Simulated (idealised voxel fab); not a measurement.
The following process module bears the name voxel wiring stack.
We display cut, a cross-section 260 nm in width whose square cells are each 5 nm.
A cross-section is written here as square cells arranged in a grid, and it is given in bands from the top down, each band taking up one or more rows of cells.
Basically the band line says how high the top is and how high the bottom is, in nm, and then what's in it from left to right, every material with its width in nm. Empty space shows up as "blank", and if a single material carries "throughout" it runs the full band edge to edge.
The reference from which all heights are counted is 0, the level beneath which the as-received wafer is entirely one material; the lowest band, having no lower bound, proceeds downward and is written after the example "0..down".
Note: "30->40" means the width goes from the first number (top row of the band) to the second number (bottom row) in equal steps per row of cells.
When a step is marked "all unchanged", none of the cells in the cross-section changed during that step.
Entry "Enclosed cavity list" = empty spaces >= 8 cells with no open way to the top; each as width x height at distance, distance from left edge, all nm.
Where a step's line continues beyond its settings, the continuation is a remark by the simulator itself on that step.
overlay nm: on a step with a mask, how far right of its planned place the mask lay; negative means left.

**Steps planned for the process**
1: RECEIVE [material Si]
2: CONFORMAL_DEP [material SiO2] [thk nm 10]
3: DIRECTIONAL_DEP [material TiN] [thk nm 5]
4: DIRECTIONAL_DEP [material W] [thk nm 25]
5: MASKED_ETCH [tone cover] [mask id METAL_1] [width nm 25] [pitch nm 40] [etch materials W] [depth nm 25] [overlay nm 0]
6: MASKED_ETCH [tone cover] [mask id METAL_1] [width nm 25] [pitch nm 40] [etch materials TiN] [depth nm 5] [overlay nm 0]
7: FILL_DEP [material lowk] [thk nm 5]
8: CMP [height nm 40]
9: CONFORMAL_DEP [material SiCN] [thk nm 5]
10: DIRECTIONAL_DEP [material SiO2] [thk nm 10]
11: PATTERN [tone open] [mask id PLUG_1] [material resist] [width nm 15] [pitch nm 40] [thk nm 15] [overlay nm 0]
12: DIRECTIONAL_ETCH [etch materials SiO2] [depth nm 10]
13: DIRECTIONAL_ETCH [etch materials SiCN] [depth nm 5]
14: STRIP [etch materials resist]
15: CONFORMAL_DEP [material TiN] [thk nm 5]
16: FILL_DEP [material Ru] [thk nm 10]
17: CMP [height nm 55]
18: DIRECTIONAL_DEP [material TiN] [thk nm 5]
19: DIRECTIONAL_DEP [material Ru] [thk nm 25]
20: DIRECTIONAL_DEP [material aC] [thk nm 15]
21: PATTERN [tone cover] [mask id METAL_2] [material resist] [width nm 25] [pitch nm 40] [thk nm 35] [overlay nm 0]
22: DIRECTIONAL_ETCH [etch materials aC] [depth nm 15]
23: STRIP [etch materials resist]
24: DIRECTIONAL_ETCH [etch materials Ru] [depth nm 25]
25: DIRECTIONAL_ETCH [etch materials TiN] [depth nm 5]
26: STRIP [etch materials aC]
27: CONFORMAL_DEP [material SiCN] [thk nm 5]
28: FILL_DEP [material SiO2] [thk nm 5]
29: CMP [height nm 85]
30: CONFORMAL_DEP [material SiCN] [thk nm 5]
31: DIRECTIONAL_DEP [material lowk] [thk nm 20]
32: PATTERN [tone open] [mask id PLUG_2] [material resist] [width nm 15] [pitch nm 80] [thk nm 20] [overlay nm 0]
33: DIRECTIONAL_ETCH [etch materials lowk] [depth nm 20]
34: DIRECTIONAL_ETCH [etch materials SiCN] [depth nm 5]
35: STRIP [etch materials resist]
36: CONFORMAL_DEP [material TiN] [thk nm 5]
37: FILL_DEP [material Ru] [thk nm 5]
38: CMP [height nm 110]
39: CONFORMAL_DEP [material SiN] [thk nm 5]
40: DIRECTIONAL_DEP [material SiO2] [thk nm 15]
41: MASKED_ETCH [tone open] [mask id METAL_3] [width nm 15] [pitch nm 40] [etch materials SiO2] [depth nm 15] [overlay nm 0]
42: MASKED_ETCH [tone open] [mask id METAL_3] [width nm 25] [pitch nm 40] [etch materials SiN] [depth nm 5] [overlay nm 0]
43: CONFORMAL_DEP [material TiN] [thk nm 5]
44: FILL_DEP [material Cu] [thk nm 5]
45: CMP [height nm 130]
46: CONFORMAL_DEP [material SiCN] [thk nm 5]
Wafers differ in width nm at step 41; plan lists the first wafer's value; identical starting state.

**Cross-sectional view of the first of several wafers in the as-received condition, corresponding to the state following step 1**
* 0..down: Si throughout
* Enclosed cavity list: none

**End of module: cross-section of the first of several wafers after step 46, the last step**
* 135..130: SiCN throughout
* 130..115: SiO2 60 nm / TiN 5 nm / Cu 5 nm / TiN 5 nm / SiO2 25 nm / TiN 5 nm / Cu 5 nm / TiN 5 nm / SiO2 25 nm / TiN 5 nm / Cu 5 nm / TiN 5 nm / SiO2 25 nm / TiN 5 nm / Cu 5 nm / TiN 5 nm / SiO2 65 nm
* 115..110: SiN 60 nm / TiN 15 nm / SiN 25 nm / TiN 15 nm / SiN 25 nm / TiN 15 nm / SiN 25 nm / TiN 15 nm / SiN 65 nm
* 110..90: lowk 55 nm / TiN 5 nm / Ru 5 nm / TiN 5 nm / lowk 65 nm / TiN 5 nm / Ru 5 nm / TiN 5 nm / lowk 110 nm
* 90..85: SiCN 55 nm / TiN 15 nm / SiCN 65 nm / TiN 15 nm / SiCN 110 nm
* 85..60: SiO2 50 nm / SiCN 5 nm / Ru 25 nm / SiCN 5 nm / SiO2 5 nm / SiCN 5 nm / Ru 25 nm / SiCN 5 nm / SiO2 5 nm / SiCN 5 nm / Ru 25 nm / SiCN 5 nm / SiO2 5 nm / SiCN 5 nm / Ru 25 nm / SiCN 5 nm / SiO2 55 nm
* 60..55: SiCN 55 nm / TiN 25 nm / SiCN 15 nm / TiN 25 nm / SiCN 15 nm / TiN 25 nm / SiCN 15 nm / TiN 25 nm / SiCN 60 nm
* 55..45: SiO2 55 nm / TiN 5 nm / Ru 5 nm / TiN 5 nm / SiO2 25 nm / TiN 5 nm / Ru 5 nm / TiN 5 nm / SiO2 25 nm / TiN 5 nm / Ru 5 nm / TiN 5 nm / SiO2 25 nm / TiN 5 nm / Ru 5 nm / TiN 5 nm / SiO2 70 nm
* 45..40: SiCN 55 nm / TiN 15 nm / SiCN 25 nm / TiN 15 nm / SiCN 25 nm / TiN 15 nm / SiCN 25 nm / TiN 15 nm / SiCN 70 nm
* 40..15: lowk 55 nm / W 25 nm / lowk 15 nm / W 25 nm / lowk 15 nm / W 25 nm / lowk 15 nm / W 25 nm / lowk 60 nm
* 15..10: lowk 55 nm / TiN 25 nm / lowk 15 nm / TiN 25 nm / lowk 15 nm / TiN 25 nm / lowk 15 nm / TiN 25 nm / lowk 60 nm
* 10..0: SiO2 throughout
* 0..down: Si throughout
* Enclosed cavity list: none

**So this is the cross-section on the last wafer at the end of the module**
* 135..130: SiCN throughout
* 130..115: SiO2 55 nm / TiN 5 nm / Cu 15 nm / TiN 5 nm / SiO2 15 nm / TiN 5 nm / Cu 15 nm / TiN 5 nm / SiO2 15 nm / TiN 5 nm / Cu 15 nm / TiN 5 nm / SiO2 15 nm / TiN 5 nm / Cu 15 nm / TiN 5 nm / SiO2 60 nm
* 115..110: SiN 55 nm / TiN 25 nm / SiN 15 nm / TiN 25 nm / SiN 15 nm / TiN 25 nm / SiN 15 nm / TiN 25 nm / SiN 60 nm
* 110..90: lowk 55 nm / TiN 5 nm / Ru 5 nm / TiN 5 nm / lowk 65 nm / TiN 5 nm / Ru 5 nm / TiN 5 nm / lowk 110 nm
* 90..85: SiCN 55 nm / TiN 15 nm / SiCN 65 nm / TiN 15 nm / SiCN 110 nm
* 85..60: SiO2 50 nm / SiCN 5 nm / Ru 25 nm / SiCN 5 nm / SiO2 5 nm / SiCN 5 nm / Ru 25 nm / SiCN 5 nm / SiO2 5 nm / SiCN 5 nm / Ru 25 nm / SiCN 5 nm / SiO2 5 nm / SiCN 5 nm / Ru 25 nm / SiCN 5 nm / SiO2 55 nm
* 60..55: SiCN 55 nm / TiN 25 nm / SiCN 15 nm / TiN 25 nm / SiCN 15 nm / TiN 25 nm / SiCN 15 nm / TiN 25 nm / SiCN 60 nm
* 55..45: SiO2 55 nm / TiN 5 nm / Ru 5 nm / TiN 5 nm / SiO2 25 nm / TiN 5 nm / Ru 5 nm / TiN 5 nm / SiO2 25 nm / TiN 5 nm / Ru 5 nm / TiN 5 nm / SiO2 25 nm / TiN 5 nm / Ru 5 nm / TiN 5 nm / SiO2 70 nm
* 45..40: SiCN 55 nm / TiN 15 nm / SiCN 25 nm / TiN 15 nm / SiCN 25 nm / TiN 15 nm / SiCN 25 nm / TiN 15 nm / SiCN 70 nm
* 40..15: lowk 55 nm / W 25 nm / lowk 15 nm / W 25 nm / lowk 15 nm / W 25 nm / lowk 15 nm / W 25 nm / lowk 60 nm
* 15..10: lowk 55 nm / TiN 25 nm / lowk 15 nm / TiN 25 nm / lowk 15 nm / TiN 25 nm / lowk 15 nm / TiN 25 nm / lowk 60 nm
* 10..0: SiO2 throughout
* 0..down: Si throughout
* Enclosed cavity list: none

**Per wafer, end of module: cells gained (+) or lost (-) per material since receipt, then closed voids**
width nm 15; +12 Cu; +116 Ru; +210 SiCN; +40 SiN; +424 SiO2; +126 TiN; +100 W; +376 lowk; Enclosed cavity list: none
width nm 20; +24 Cu; +116 Ru; +210 SiCN; +36 SiN; +412 SiO2; +130 TiN; +100 W; +376 lowk; Enclosed cavity list: none
width nm 25; +36 Cu; +116 Ru; +210 SiCN; +32 SiN; +400 SiO2; +134 TiN; +100 W; +376 lowk; Enclosed cavity list: none
